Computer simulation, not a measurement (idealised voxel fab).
process module | voxel trench capacitor
cross-section cut | 265 nm wide | cells 5 nm
A cross-section is a grid of square cells, given in bands from the top down. A band is one or more rows of cells.
Each band's line starts with the height of the band's top and of its bottom, in nm. Then come its materials from left to right, each with its width in nm. One material with "throughout" fills the band from edge to edge. "air" is empty space.
Height 0 is the level under which the wafer as received is all one material. The lowest band goes on downwards, as in "0 down".
A width such as "30 to 40" changes by the same amount from each row of cells to the next, from the band's top row to its bottom row.
"no change" after a step means that no cell of the cross-section changed.
closed voids: empty space of 8 cells or more with no open way to the top, each as width x height at its distance from the left edge, in nm
after a step's settings: what the simulator itself notes on the step
overlay nm, on a step with a mask: how far to the right of its planned place the mask lay; to the left if negative
plan
1 op RECEIVE | material Si
2 op CONFORMAL_DEP | material SiN | thk nm 5
3 op MASKED_ETCH | tone open | mask id TRENCH | width nm 30 | pitch nm 55 | etch materials SiN | depth nm 5 | overlay nm 0
4 op MASKED_ETCH | tone open | mask id TRENCH | width nm 30 | pitch nm 55 | etch materials Si | depth nm 25 | overlay nm 0
5 op CONFORMAL_DEP | material HfO2 | thk nm 5
6 op CONFORMAL_DEP | material TiN | thk nm 5
7 op FILL_DEP | material W | thk nm 5
8 op CMP | height nm 5
as received, after step 1
  0 down: Si throughout
  closed voids: none
a wafer at the end: this start, this plan, one mistake
  5 to 0: SiN 60 | TiN 10 | W 10 | TiN 10 | SiN 25 | TiN 10 | W 10 | TiN 10 | SiN 25 | TiN 10 | W 10 | TiN 10 | SiN 65
  0 to -15: Si 60 | TiN 10 | W 10 | TiN 10 | Si 25 | TiN 10 | W 10 | TiN 10 | Si 25 | TiN 10 | W 10 | TiN 10 | Si 65
  -15 to -25: Si 60 | TiN 30 | Si 25 | TiN 30 | Si 25 | TiN 30 | Si 65
  -25 down: Si throughout
  closed voids: none
what went wrong: step 5 ran as: op CONFORMAL_DEP | material TiN | thk nm 5
